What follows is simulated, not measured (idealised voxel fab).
The following process module bears the name voxel lift off.
Section shown: cut. Width: 285 nm. Cell size: 5 nm, square.
We lay out every cross-section as a grid of square cells and spell it out in bands from the top down, where one band means one or more rows of cells. Heads up on the band format: heights come first, top then bottom, in nm. After that it's the materials left to right, each with its width in nm. A single material flagged "full width" fills the whole band edge to edge, and "empty" means there's empty space there. Heights are measured from 0, the level below which the as-received wafer is all one material; the lowest band has no bottom and continues downward, written as in "0 nm and below". Read "30 to 40" as a graded width: first number on top, second number at the bottom, same change between each pair of neighbouring rows. It should be understood that the words "identical to before", when stated for a given step, signify that the cross-section underwent no change in any of its cells during that step. Empty spaces counting at least 8 cells and having no open way to the top are listed in "Closed void roster". The notation width x height at distance is used for each, the distance being from the left edge and all three values in nm. Where a step's line continues beyond its settings, the continuation is a remark by the simulator itself on that step. overlay nm: mask right of planned place by this much (step with mask). Neg. = left.

THE FOLLOWING LIST GIVES THE PLANNED PROCESS STEPS
1,RECEIVE with material Si
2,CONFORMAL_DEP with material Al2O3, thk nm 5
3,PATTERN with tone open, mask id LINES, material resist, width nm 15, pitch nm 40, thk nm 25, overlay nm 0
4,DIRECTIONAL_DEP with material Ru, thk nm 15
5,STRIP with etch materials resist
6,CONFORMAL_DEP with material SiN, thk nm 5

THIS IS THE CROSS-SECTION OF THE WAFER AS WE RECEIVED IT, I.E. AFTER STEP 1
	0 nm and below  Si full width
	Closed void roster: none

FIRST OF TWO WAFERS AT THE END OF THE MODULE, SHOWN IN CROSS-SECTION; RUN CARRIED OUT AS PLANNED
	25 nm to 20 nm  70 empty  25 SiN  15 empty  25 SiN  15 empty  25 SiN  15 empty  25 SiN  70 empty
	20 nm to 10 nm  70 empty  5 SiN  15 Ru  5 SiN  15 empty  5 SiN  15 Ru  5 SiN  15 empty  5 SiN  15 Ru  5 SiN  15 empty  5 SiN  15 Ru  5 SiN  70 empty
	10 nm to 5 nm  75 SiN  15 Ru  25 SiN  15 Ru  25 SiN  15 Ru  25 SiN  15 Ru  75 SiN
	5 nm to 0 nm  Al2O3 full width
	0 nm and below  Si full width
	Closed void roster: none

THE SECOND WAFER, SHOWN IN CROSS-SECTION AFTER THE MODULE: STARTED THE SAME WAY AS THE FIRST AND GIVEN THE SAME PLAN, YET ONE MISTAKE CREPT INTO HOW IT WAS RUN
	35 nm to 30 nm  70 empty  25 SiN  15 empty  25 SiN  15 empty  25 SiN  15 empty  25 SiN  70 empty
	30 nm to 20 nm  70 empty  5 SiN  15 Ru  5 SiN  15 empty  5 SiN  15 Ru  5 SiN  15 empty  5 SiN  15 Ru  5 SiN  15 empty  5 SiN  15 Ru  5 SiN  70 empty
	20 nm to 15 nm  75 SiN  15 Ru  25 SiN  15 Ru  25 SiN  15 Ru  25 SiN  15 Ru  75 SiN
	15 nm to 0 nm  Al2O3 full width
	0 nm and below  Si full width
	Closed void roster: none
Where did the run depart from the plan? rather than as planned, step 2 actually ran as CONFORMAL_DEP with material Al2O3, thk nm 15
Looking at both finished wafers in cells, the second ends up ahead of or behind the first on some materials: +114 Al2O3
